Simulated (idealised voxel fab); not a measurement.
process module | voxel tone inversion
cross-section cut | 160 nm wide | cells 5 nm
A cross-section is a grid of square cells, given in bands from the top down. A band is one or more rows of cells.
Each band's line starts with the height of the band's top and of its bottom, in nm. Then come its materials from left to right, each with its width in nm. One material with "throughout" fills the band from edge to edge. "air" is empty space.
Height 0 is the level under which the wafer as received is all one material. The lowest band goes on downwards, as in "0 down".
A width such as "30 to 40" changes by the same amount from each row of cells to the next, from the band's top row to its bottom row.
"no change" after a step means that no cell of the cross-section changed.
closed voids: empty space of 8 cells or more with no open way to the top, each as width x height at its distance from the left edge, in nm
after a step's settings: what the simulator itself notes on the step
overlay nm, on a step with a mask: how far to the right of its planned place the mask lay; to the left if negative
plan
1 op RECEIVE | material Si
2 op CONFORMAL_DEP | material SiCN | thk nm 5
3 op DIRECTIONAL_DEP | material aC | thk nm 25
4 op PATTERN | tone cover | mask id POSTS | material resist | width nm 25 | pitch nm 40 | thk nm 30 | overlay nm 0
5 op DIRECTIONAL_ETCH | etch materials aC | depth nm 25
6 op STRIP | etch materials resist
7 op FILL_DEP | material SiO2 | thk nm 5
8 op CMP | height nm 30
9 op STRIP | etch materials aC
as received, after step 1
  0 down: Si throughout
  closed voids: none
first wafer at the end, as planned
  30 to 5: SiO2 25 | air 25 | SiO2 15 | air 25 | SiO2 15 | air 25 | SiO2 30
  5 to 0: SiCN throughout
  0 down: Si throughout
  closed voids: none
second wafer at the end: like start, like plan, one mistake
  30 to 5: SiO2 20 | air 25 | SiO2 15 | air 25 | SiO2 15 | air 25 | SiO2 35
  5 to 0: SiCN throughout
  0 down: Si throughout
  closed voids: none
what went wrong: step 4 ran as: op PATTERN | tone cover | mask id POSTS | material resist | width nm 25 | pitch nm 40 | thk nm 30 | overlay nm -5
at the end the second wafer has, in cells: as many of each material as the first, in other places
